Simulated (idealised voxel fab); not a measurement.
Presented below is a process module, voxel wiring stack.
210 nm wide, 5 nm square cells: that's cross-section cut.
A cross-section is a grid of square cells, given in bands from the top down. A band is one or more rows of cells. In this notation a band is specified by the heights of its top and bottom, in that order and in nm, after which its materials appear from left to right, each paired with its width in nm. The word "full width" attached to a single material means that material fills the band from edge to edge; the word "air" stands for empty space. The reference from which all heights are counted is 0, the level beneath which the as-received wafer is entirely one material; the lowest band, having no lower bound, proceeds downward and is written after the example "from 0 down". Width "30->40": first value at the band's top row of cells, second value at its bottom row, equal change from row to row. "no change occurred" after a step means that no cell of the cross-section changed. "Unvented voids" enumerates empty spaces isolated from the top, with no open way to it, that contain at least 8 cells, giving each as width x height at distance from the left edge, all three in nm. Read whatever lies past the settings on a step's line as the simulator's own remark about the step. overlay nm: for a step with a mask, the amount by which the mask lay right of where it was planned; a negative amount means left of it. If you're wondering how to read the rest of this, here's the deal. It's pairs of cross-sections: one from before a process step, one from after it. The after one is only drawn as far down as the lowest band that changed. Right under each pair you'll see which step sits between them and what its settings were. Don't read the pairs as one continuous story, though. They can come from different runs of this module on the same starting wafer, and a pair only carries on from the one above it where its entry headed "Ahead of processing" says so.
[Ahead of processing]
- from 95 to 80 = 65 of aC | 15 of air | 130 of aC
- from 80 to 60 = 65 of lowk | 15 of air | 130 of lowk
- from 60 to 45 = 65 of lowk | 15 of aC | 130 of lowk
- from 45 to 40 = SiCN full width
- from 40 to 15 = 60 of Cu | 5 of TiN | 30 of lowk | 5 of TiN | 5 of Cu | 5 of TiN | 30 of lowk | 5 of TiN | 65 of Cu
- from 15 to 10 = 65 of TiN | 30 of SiN | 15 of TiN | 30 of SiN | 70 of TiN
- from 10 to 0 = SiO2 full width
- from 0 down = Si full width
- Unvented voids: none
[Post-Step Cross-Section]
- from 125 to 95 = 65 of resist | 30 of air | 15 of resist | 30 of air | 70 of resist
- Under 95: no change, same as before.
- Unvented voids: none
What was done to get from the before section above to the after section? PATTERN with tone open, mask id METAL_2, material resist, width nm 30, pitch nm 45, thk nm 30, overlay nm 0
Ahead of processing: the state before this step is the cross-section shown after the step in the pair just above.
[Post-Step Cross-Section]
- from 110 to 95 = 65 of resist | 30 of air | 15 of resist | 30 of air | 70 of resist
- from 95 to 80 = 65 of aC | 30 of air | 15 of aC | 30 of air | 70 of aC
- from 80 to 45 = 65 of lowk | 15 of air | 130 of lowk
- Under 45: no change, same as before.
- Unvented voids: none
What was done to get from the before section above to the after section? DIRECTIONAL_ETCH with etch materials aC, depth nm 15
Ahead of processing: the state before this step is the cross-section shown after the step in the pair just above.
[Post-Step Cross-Section]
- from 95 to 80 = 65 of aC | 30 of air | 15 of aC | 30 of air | 70 of aC
- Under 80: no change, same as before.
- Unvented voids: none
What was done to get from the before section above to the after section? STRIP with etch materials resist
Ahead of processing: the state before this step is the cross-section shown after the step in the pair just above.
[Post-Step Cross-Section]
- from 95 to 80 = 65 of aC | 30 of air | 15 of aC | 30 of air | 70 of aC
- from 80 to 60 = 65 of lowk | 30 of air | 15 of lowk | 30 of air | 70 of lowk
- Under 60: no change, same as before.
- Unvented voids: none
What was done to get from the before section above to the after section? DIRECTIONAL_ETCH with etch materials lowk, depth nm 20
Ahead of processing: the state before this step is the cross-section shown after the step in the pair just above.
[Post-Step Cross-Section]
- from 95 to 80 = 65 of aC | 30 of air | 15 of aC | 30 of air | 70 of aC
- from 80 to 60 = 65 of lowk | 30 of air | 15 of lowk | 30 of air | 70 of lowk
- from 60 to 45 = 65 of lowk | 15 of air | 130 of lowk
- from 45 to 40 = 65 of SiCN | 15 of air | 130 of SiCN
- Under 40: no change, same as before.
- Unvented voids: none
What was done to get from the before section above to the after section? DIRECTIONAL_ETCH with etch materials SiCN, depth nm 5
Ahead of processing: the state before this step is the cross-section shown after the step in the pair just above.
[Post-Step Cross-Section]
- from 80 to 60 = 65 of lowk | 30 of air | 15 of lowk | 30 of air | 70 of lowk
- Under 60: no change, same as before.
- Unvented voids: none
What was done to get from the before section above to the after section? STRIP with etch materials aC
Ahead of processing: the state before this step is the cross-section shown after the step in the pair just above.
[Post-Step Cross-Section]
- from 85 to 80 = 70 of TiN | 20 of air | 25 of TiN | 20 of air | 75 of TiN
- from 80 to 65 = 65 of lowk | 5 of TiN | 20 of air | 5 of TiN | 15 of lowk | 5 of TiN | 20 of air | 5 of TiN | 70 of lowk
- from 65 to 60 = 65 of lowk | 5 of TiN | 5 of air | 20 of TiN | 15 of lowk | 30 of TiN | 70 of lowk
- from 60 to 45 = 65 of lowk | 5 of TiN | 5 of air | 5 of TiN | 130 of lowk
- from 45 to 40 = 65 of SiCN | 15 of TiN | 130 of SiCN
- Under 40: no change, same as before.
- Unvented voids: none
What was done to get from the before section above to the after section? CONFORMAL_DEP with material TiN, thk nm 5
Ahead of processing: the state before this step is the cross-section shown after the step in the pair just above.
[Post-Step Cross-Section]
- from 90 to 85 = Cu full width
- from 85 to 80 = 70 of TiN | 20 of Cu | 25 of TiN | 20 of Cu | 75 of TiN
- from 80 to 65 = 65 of lowk | 5 of TiN | 20 of Cu | 5 of TiN | 15 of lowk | 5 of TiN | 20 of Cu | 5 of TiN | 70 of lowk
- from 65 to 60 = 65 of lowk | 5 of TiN | 5 of Cu | 20 of TiN | 15 of lowk | 30 of TiN | 70 of lowk
- from 60 to 45 = 65 of lowk | 5 of TiN | 5 of Cu | 5 of TiN | 130 of lowk
- Under 45: no change, same as before.
- Unvented voids: none
What was done to get from the before section above to the after section? FILL_DEP with material Cu, thk nm 5
Ahead of processing: the state before this step is the cross-section shown after the step in the pair just above.
[Post-Step Cross-Section]
- from 80 to 65 = 65 of lowk | 5 of TiN | 20 of Cu | 5 of TiN | 15 of lowk | 5 of TiN | 20 of Cu | 5 of TiN | 70 of lowk
- Under 65: no change, same as before.
- Unvented voids: none
What was done to get from the before section above to the after section? CMP with height nm 80
Ahead of processing: the state before this step is the cross-section shown after the step in the pair just above.
[Post-Step Cross-Section]
- from 85 to 80 = SiCN full width
- Under 80: no change, same as before.
- Unvented voids: none
What was done to get from the before section above to the after section? CONFORMAL_DEP with material SiCN, thk nm 5
Ahead of processing: the state before this step is the cross-section shown after the step in the pair just above.
[Post-Step Cross-Section]
- from 100 to 85 = SiO2 full width
- Under 85: no change, same as before.
- Unvented voids: none
What was done to get from the before section above to the after section? DIRECTIONAL_DEP with material SiO2, thk nm 15
Ahead of processing: the state before this step is the cross-section shown after the step in the pair just above.
[Post-Step Cross-Section]
- from 100 to 85 = 65 of SiO2 | 15 of air | 130 of SiO2
- Under 85: no change, same as before.
- Unvented voids: none
What was done to get from the before section above to the after section? MASKED_ETCH with tone open, mask id PLUG_2, width nm 15, etch materials SiO2, depth nm 15, overlay nm 0
Ahead of processing: the state before this step is the cross-section shown after the step in the pair just above.
[Post-Step Cross-Section]
- from 100 to 85 = 65 of SiO2 | 15 of air | 130 of SiO2
- from 85 to 80 = 65 of SiCN | 15 of air | 130 of SiCN
- Under 80: no change, same as before.
- Unvented voids: none
What was done to get from the before section above to the after section? MASKED_ETCH with tone open, mask id PLUG_2, width nm 15, etch materials SiCN, depth nm 5, overlay nm 0
Ahead of processing: the state before this step is the cross-section shown after the step in the pair just above.
[Post-Step Cross-Section]
- from 100 to 90 = 65 of SiO2 | 15 of air | 130 of SiO2
- from 90 to 85 = 65 of SiO2 | 15 of Ru | 130 of SiO2
- from 85 to 80 = 65 of SiCN | 15 of Ru | 130 of SiCN
- Under 80: no change, same as before.
- Unvented voids: none
What was done to get from the before section above to the after section? EPI with material Ru, thk nm 10
Ahead of processing: the state before this step is the cross-section shown after the step in the pair just above.
[Post-Step Cross-Section]
- from 100 to 85 = 65 of SiO2 | 15 of Ru | 130 of SiO2
- Under 85: no change, same as before.
- Unvented voids: none
What was done to get from the before section above to the after section? EPI with material Ru, thk nm 10
Ahead of processing: the state before this step is the cross-section shown after the step in the pair just above.
[Post-Step Cross-Section]
- from 105 to 100 = SiN full width
- Under 100: no change, same as before.
- Unvented voids: none
What was done to get from the before section above to the after section? CONFORMAL_DEP with material SiN, thk nm 5
Ahead of processing: the state before this step is the cross-section shown after the step in the pair just above.
[Post-Step Cross-Section]
- from 125 to 105 = lowk full width
- Under 105: no change, same as before.
- Unvented voids: none
What was done to get from the before section above to the after section? DIRECTIONAL_DEP with material lowk, thk nm 20
Ahead of processing: the state before this step is the cross-section shown after the step in the pair just above.
[Post-Step Cross-Section]
- from 145 to 125 = 65 of resist | 30 of air | 15 of resist | 30 of air | 70 of resist
- Under 125: no change, same as before.
- Unvented voids: none
What was done to get from the before section above to the after section? PATTERN with tone open, mask id METAL_3, material resist, width nm 30, pitch nm 45, thk nm 20, overlay nm 0
Ahead of processing: the state before this step is the cross-section shown after the step in the pair just above.
[Post-Step Cross-Section]
- from 145 to 125 = 65 of resist | 30 of air | 15 of resist | 30 of air | 70 of resist
- from 125 to 105 = 65 of lowk | 30 of air | 15 of lowk | 30 of air | 70 of lowk
- Under 105: no change, same as before.
- Unvented voids: none
What was done to get from the before section above to the after section? DIRECTIONAL_ETCH with etch materials lowk, depth nm 20
Ahead of processing: the state before this step is the cross-section shown after the step in the pair just above.
[Post-Step Cross-Section]
- from 145 to 125 = 65 of resist | 30 of air | 15 of resist | 30 of air | 70 of resist
- from 125 to 105 = 65 of lowk | 30 of air | 15 of lowk | 30 of air | 70 of lowk
- from 105 to 100 = 65 of SiN | 30 of air | 15 of SiN | 30 of air | 70 of SiN
- Under 100: no change, same as before.
- Unvented voids: none
What was done to get from the before section above to the after section? DIRECTIONAL_ETCH with etch materials SiN, depth nm 5
Ahead of processing: the state before this step is the cross-section shown after the step in the pair just above.
[Post-Step Cross-Section]
- from 125 to 105 = 65 of lowk | 30 of air | 15 of lowk | 30 of air | 70 of lowk
- Under 105: no change, same as before.
- Unvented voids: none
What was done to get from the before section above to the after section? STRIP with etch materials resist
Ahead of processing: the state before this step is the cross-section shown after the step in the pair just above.
[Post-Step Cross-Section]
- from 130 to 125 = 70 of TiN | 20 of air | 25 of TiN | 20 of air | 75 of TiN
- from 125 to 105 = 65 of lowk | 5 of TiN | 20 of air | 5 of TiN | 15 of lowk | 5 of TiN | 20 of air | 5 of TiN | 70 of lowk
- from 105 to 100 = 65 of SiN | 30 of TiN | 15 of SiN | 30 of TiN | 70 of SiN
- Under 100: no change, same as before.
- Unvented voids: none
What was done to get from the before section above to the after section? CONFORMAL_DEP with material TiN, thk nm 5
Ahead of processing: the state before this step is the cross-section shown after the step in the pair just above.
[Post-Step Cross-Section]
- from 135 to 130 = W full width
- from 130 to 125 = 70 of TiN | 20 of W | 25 of TiN | 20 of W | 75 of TiN
- from 125 to 105 = 65 of lowk | 5 of TiN | 20 of W | 5 of TiN | 15 of lowk | 5 of TiN | 20 of W | 5 of TiN | 70 of lowk
- Under 105: no change, same as before.
- Unvented voids: none
What was done to get from the before section above to the after section? FILL_DEP with material W, thk nm 5
Ahead of processing: the state before this step is the cross-section shown after the step in the pair just above.
[Post-Step Cross-Section]
- from 125 to 105 = 65 of lowk | 5 of TiN | 20 of W | 5 of TiN | 15 of lowk | 5 of TiN | 20 of W | 5 of TiN | 70 of lowk
- Under 105: no change, same as before.
- Unvented voids: none
What was done to get from the before section above to the after section? CMP with height nm 125
Ahead of processing: the state before this step is the cross-section shown after the step in the pair just above.
[Post-Step Cross-Section]
- from 130 to 125 = SiCN full width
- Under 125: no change, same as before.
- Unvented voids: none
What was done to get from the before section above to the after section? CONFORMAL_DEP with material SiCN, thk nm 5
